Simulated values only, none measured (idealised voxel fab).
The following is a process module called voxel self aligned contacts.
Square cells of 5 nm make up the cross-section cut, whose width is 230 nm.
When this document writes out a cross-section, it uses a grid of square cells and lists it as bands, beginning at the top and moving down, with a band standing for one or more rows of cells. The entry gives the band's vertical extent as a top height and a bottom height in nm, then its horizontal make-up as materials from left to right, each with a width in nm. "empty" stands for empty space; a single material marked "edge to edge" fills the band edge to edge. All heights in this document are referenced to 0, defined as the level beneath which the wafer, as received, consists entirely of one material. The lowest band is not bounded below; it extends indefinitely downward and is written in the form "0 nm and below". Width: "30..40" (first number = top row, second number = bottom row, same change from row to row of cells). Basically "changes: none" means that step didn't change any cell in the cross-section. The entry titled "Non-vented voids" provides the empty spaces that have no open way to the top, restricted to those of 8 cells or more. Each is presented as width x height at distance, the distance being measured from the left edge, with all three in nm. Formally, on a step line, whatever follows the settings is a remark that the simulator itself makes on the step. overlay nm: mask offset rightward from planned place, masked step; negative means leftward offset.

## Planned process steps
1) RECEIVE | material Si
2) OXIDIZE | depth nm 5
3) DIRECTIONAL_DEP | material polySi | thk nm 30
4) DIRECTIONAL_DEP | material SiN | thk nm 25
5) PATTERN | tone cover | mask id GATE | material resist | width nm 30 | pitch nm 65 | thk nm 20 | overlay nm 0
6) DIRECTIONAL_ETCH | etch materials SiN | depth nm 25
7) DIRECTIONAL_ETCH | etch materials polySi | depth nm 30
8) STRIP | etch materials resist
9) CONFORMAL_DEP | material SiN | thk nm 10
10) DIRECTIONAL_ETCH | etch materials SiN | depth nm 10
11) FILL_DEP | material SiO2 | thk nm 20
12) CMP | height nm 65
13) DIRECTIONAL_DEP | material aC | thk nm 15
14) PATTERN | tone open | mask id CONTACT | material resist | width nm 45 | pitch nm 65 | thk nm 35 | overlay nm 0
15) DIRECTIONAL_ETCH | etch materials aC | depth nm 15
16) STRIP | etch materials resist
17) DIRECTIONAL_ETCH | etch materials SiO2 | depth nm 70
18) STRIP | etch materials aC
19) CONFORMAL_DEP | material TiN | thk nm 5
20) FILL_DEP | material W | thk nm 10
21) CMP | height nm 65
22) CONFORMAL_DEP | material SiCN | thk nm 5

## Shown in cross-section is the wafer as received, that is, as it stands after step 1
  0 nm and below  Si edge to edge
  Non-vented voids: none

## As-planned run: cross-section of the first of two wafers at end of module
  70 nm to 65 nm  SiCN edge to edge
  65 nm to 55 nm  SiO2=60; TiN=5..20; W=35..5; TiN=5..20; SiO2=20; TiN=5..20; W=35..5; TiN=5..20; SiO2=60
  55 nm to 30 nm  SiO2=25; SiN=50; TiN=5; W=5; TiN=5; SiN=50; TiN=5; W=5; TiN=5; SiN=50; SiO2=25
  30 nm to 0 nm  SiO2=25; SiN=10; polySi=30; SiN=10; TiN=5; W=5; TiN=5; SiN=10; polySi=30; SiN=10; TiN=5; W=5; TiN=5; SiN=10; polySi=30; SiN=10; SiO2=25
  0 nm to -5 nm  SiO2=75; TiN=15; SiO2=50; TiN=15; SiO2=75
  -5 nm and below  Si edge to edge
  Non-vented voids: none

## Second wafer of the two, sectioned at the end of the module. It began like the first and followed the same plan, but one mistake was made while running it
  70 nm to 65 nm  SiCN edge to edge
  65 nm to 55 nm  SiO2=60; TiN=5..20; W=35..5; TiN=5..20; SiO2=20; TiN=5..20; W=35..5; TiN=5..20; SiO2=60
  55 nm to 30 nm  SiO2=25; SiN=50; TiN=5; W=5; TiN=5; SiN=50; TiN=5; W=5; TiN=5; SiN=50; SiO2=25
  30 nm to 0 nm  SiO2=25; SiN=10; polySi=30; SiN=10; TiN=5; W=5; TiN=5; SiN=10; polySi=30; SiN=10; TiN=5; W=5; TiN=5; SiN=10; polySi=30; SiN=10; SiO2=25
  0 nm to -5 nm  SiO2=75; TiN=15; SiO2=50; TiN=15; SiO2=75
  -5 nm to -10 nm  SiO2 edge to edge
  -10 nm and below  Si edge to edge
  Non-vented voids: none
Deviation from plan: planned and actual differ for step 2; actual: OXIDIZE | depth nm 10
Final comparison by cell count, materials where the second wafer has more or fewer than the first: -46 Si, +46 SiO2
